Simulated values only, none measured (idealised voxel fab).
This section sets out a process module, namely voxel self aligned contacts.
Section shown: cut. Width: 265 nm. Cell size: 5 nm, square.
Notation: cross-section as square-cell grid; stated in bands, top first, going down; one or more cell rows per band.
What a band's entry tells you: where the top is and where the bottom is, as heights in nm, and after that what lies inside, material by material from left to right, each with its width in nm. Empty space is written as the word "blank", and a single material marked with the word "full width" occupies the band from edge to edge.
Height datum 0, below which the as-received substrate wafer is one material. Lowest band open at the bottom, running downward: "0 down".
The notation "30..40" denotes a width that varies across the rows of cells in the band, beginning at the first number in the top row, finishing at the second number in the bottom row, and changing by an identical amount from each row to the next.
"nothing was modified" -> step changed no cross-section cell.
For the entry "Closed cavity list", the listed items are empty spaces with no open way to the top whose size is 8 cells or more; each item follows the pattern width x height at distance, where distance is from the left edge and all three are in nm.
On each step's line, the part that comes after the settings is the simulator's own comment on the step.
Regarding "overlay nm": on a step with a mask, it is the distance the mask lay to the right of its planned place; a negative value places it to the left.

### plan
1. RECEIVE: material Si
2. CONFORMAL_DEP: material SiO2, thk nm 5
3. DIRECTIONAL_DEP: material polySi, thk nm 20
4. DIRECTIONAL_DEP: material SiN, thk nm 15
5. PATTERN: tone cover, mask id GATE, material resist, width nm 35, pitch nm 70, thk nm 15, overlay nm 0
6. DIRECTIONAL_ETCH: etch materials SiN, depth nm 15
7. DIRECTIONAL_ETCH: etch materials polySi, depth nm 20
8. STRIP: etch materials resist
9. CONFORMAL_DEP: material SiN, thk nm 5
10. DIRECTIONAL_ETCH: etch materials SiN, depth nm 5
11. FILL_DEP: material SiO2, thk nm 10
12. CMP: height nm 45
13. PATTERN: tone open, mask id CONTACT, material resist, width nm 55, thk nm 20, overlay nm 0
14. DIRECTIONAL_ETCH: etch materials SiO2, depth nm 45
15. STRIP: etch materials resist
16. CONFORMAL_DEP: material TiN, thk nm 5
17. FILL_DEP: material W, thk nm 5
18. CMP: height nm 45
19. CONFORMAL_DEP: material SiCN, thk nm 5

### Wafer as received: cross-section following step 1
0 down = Si full width
Closed cavity list: none

### The plan above was carried out on the starting structure above with one mistake, and this cross-section shows the wafer at the end of the module
50 to 45 = SiCN full width
45 to 40 = 70 W  35 TiN  55 SiO2  35 TiN  70 W
40 to 25 = 70 W  5 TiN  45 SiN  25 SiO2  45 SiN  5 TiN  70 W
25 to 5 = 70 W  5 TiN  5 SiN  35 polySi  5 SiN  25 SiO2  5 SiN  35 polySi  5 SiN  5 TiN  70 W
5 to 0 = 75 TiN  115 SiO2  75 TiN
0 down = Si full width
Closed cavity list: none
Short version of what went wrong: it should be noted that step 13 was executed with settings other than those planned, the operation and settings actually applied being PATTERN: tone cover, mask id CONTACT, material resist, width nm 55, thk nm 20, overlay nm 0
